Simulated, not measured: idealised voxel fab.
Title: Process Module voxel trench capacitor
The figure presents cross-section cut, which has a width of 220 nm and is divided into square cells with an edge length of 5 nm.
When this document writes out a cross-section, it uses a grid of square cells and lists it as bands, beginning at the top and moving down, with a band standing for one or more rows of cells.
It is stipulated that each band's entry specify, in nanometres, the height of the top of the band and then that of its bottom, followed by the materials of the band in left-to-right sequence, each together with its width in nanometres. A single material marked by the word "throughout" is understood to fill the band from edge to edge; the word "empty" is understood to denote empty space.
Heights are reckoned from 0. Under this level, the received wafer is all of one material. The bottommost band is open-ended downward, for example "0 nm and below".
Quick explanation for "30..40": the width changes in equal steps down the rows of cells, from the first number in the band's top row to the second number in its bottom row.
You'll sometimes find "nothing got changed" written for a step, and that's the way of saying that nowhere in the cross-section did a cell change during that step.
"Trapped cavities" specifies each empty space that is not open to the top and that occupies no fewer than 8 cells, using the form width x height at distance, the distance measured from the left edge and all three quantities in nm.
Formally, on a step line, whatever follows the settings is a remark that the simulator itself makes on the step.
When a step includes a mask, the "overlay nm" setting on its line states how far to the right of its planned place that mask lay, and negative values state how far to the left.
## So here's the lineup of process steps we planned
1: RECEIVE | material Si
2: CONFORMAL_DEP | material SiN | thk nm 5
3: DIRECTIONAL_DEP | material aC | thk nm 10
4: PATTERN | tone open | mask id TRENCH | material resist | width nm 15 | pitch nm 40 | thk nm 30 | overlay nm 0
5: DIRECTIONAL_ETCH | etch materials aC | depth nm 10
6: STRIP | etch materials resist
7: DIRECTIONAL_ETCH | etch materials SiN | depth nm 5
8: DIRECTIONAL_ETCH | etch materials Si | depth nm 25
9: STRIP | etch materials aC
10: CONFORMAL_DEP | material SiO2 | thk nm 5
11: FILL_DEP | material polySi | thk nm 5
12: CMP | height nm 5
## Received-state cross-section, reflecting completion of step 1
	0 nm and below | Si throughout
	Trapped cavities: none
## Cross-section taken at module completion on the first of two wafers; processed per the plan
	5 nm to 0 nm | SiN: 60 | SiO2: 5 | polySi: 5 | SiO2: 5 | SiN: 25 | SiO2: 5 | polySi: 5 | SiO2: 5 | SiN: 25 | SiO2: 5 | polySi: 5 | SiO2: 5 | SiN: 65
	0 nm to -20 nm | Si: 60 | SiO2: 5 | polySi: 5 | SiO2: 5 | Si: 25 | SiO2: 5 | polySi: 5 | SiO2: 5 | Si: 25 | SiO2: 5 | polySi: 5 | SiO2: 5 | Si: 65
	-20 nm to -25 nm | Si: 60 | SiO2: 15 | Si: 25 | SiO2: 15 | Si: 25 | SiO2: 15 | Si: 65
	-25 nm and below | Si throughout
	Trapped cavities: none
## Second of two wafers, module complete, sectioned: it shares the first wafer's start and plan but was run with one mistake
	5 nm to 0 nm | SiN: 55 | SiO2: 5 | polySi: 15 | SiO2: 5 | SiN: 15 | SiO2: 5 | polySi: 15 | SiO2: 5 | SiN: 15 | SiO2: 5 | polySi: 15 | SiO2: 5 | SiN: 60
	0 nm to -20 nm | Si: 55 | SiO2: 5 | polySi: 15 | SiO2: 5 | Si: 15 | SiO2: 5 | polySi: 15 | SiO2: 5 | Si: 15 | SiO2: 5 | polySi: 15 | SiO2: 5 | Si: 60
	-20 nm to -25 nm | Si: 55 | SiO2: 25 | Si: 15 | SiO2: 25 | Si: 15 | SiO2: 25 | Si: 60
	-25 nm and below | Si throughout
	Trapped cavities: none
What was done differently from what was planned? planned and actual differ for step 4; actual: PATTERN | tone open | mask id TRENCH | material resist | width nm 25 | pitch nm 40 | thk nm 30 | overlay nm 0
End of process, cell counts, second wafer against first, materials with more or fewer: Si: 30 fewer; SiN: 6 fewer; SiO2: 6 more; polySi: 30 more
